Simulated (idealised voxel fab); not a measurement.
process module | voxel double patterning
cross-section cut | 220 nm wide | cells 5 nm
A cross-section is a grid of square cells, given in bands from the top down. A band is one or more rows of cells.
Each band's line starts with the height of the band's top and of its bottom, in nm. Then come its materials from left to right, each with its width in nm. One material with "throughout" fills the band from edge to edge. "air" is empty space.
Height 0 is the level under which the wafer as received is all one material. The lowest band goes on downwards, as in "0 down".
A width such as "30 to 40" changes by the same amount from each row of cells to the next, from the band's top row to its bottom row.
"no change" after a step means that no cell of the cross-section changed.
closed voids: empty space of 8 cells or more with no open way to the top, each as width x height at its distance from the left edge, in nm
after a step's settings: what the simulator itself notes on the step
overlay nm, on a step with a mask: how far to the right of its planned place the mask lay; to the left if negative
plan
1 op RECEIVE | material Si
2 op CONFORMAL_DEP | material SiO2 | thk nm 5
3 op DIRECTIONAL_DEP | material TiN | thk nm 15
4 op DIRECTIONAL_DEP | material SiCN | thk nm 10
5 op PATTERN | tone open | mask id FIRST | material resist | width nm 15 | pitch nm 50 | thk nm 15 | overlay nm 0
6 op DIRECTIONAL_ETCH | etch materials SiCN | depth nm 10
7 op STRIP | etch materials resist
8 op DIRECTIONAL_DEP | material aC | thk nm 10
9 op PATTERN | tone open | mask id SECOND | material resist | width nm 15 | thk nm 25 | overlay nm 0
10 op DIRECTIONAL_ETCH | etch materials aC | depth nm 10
11 op STRIP | etch materials resist
12 op DIRECTIONAL_ETCH | etch materials SiCN | depth nm 10
13 op STRIP | etch materials aC
14 op DIRECTIONAL_ETCH | etch materials TiN | depth nm 15
15 op STRIP | etch materials SiCN
varied across the wafers: width nm of step 9. The plan shows the first wafer's value. All wafers start alike
first wafer as received, after step 1
  0 down: Si throughout
  closed voids: none
each wafer at the end: cells of each material gained (+) or lost (-) since it was received, then its closed voids
width nm 15 | +44 SiO2 | +105 TiN | closed voids: none
width nm 20 | +44 SiO2 | +102 TiN | closed voids: none
width nm 25 | +44 SiO2 | +99 TiN | closed voids: none
width nm 30 | +44 SiO2 | +96 TiN | closed voids: none
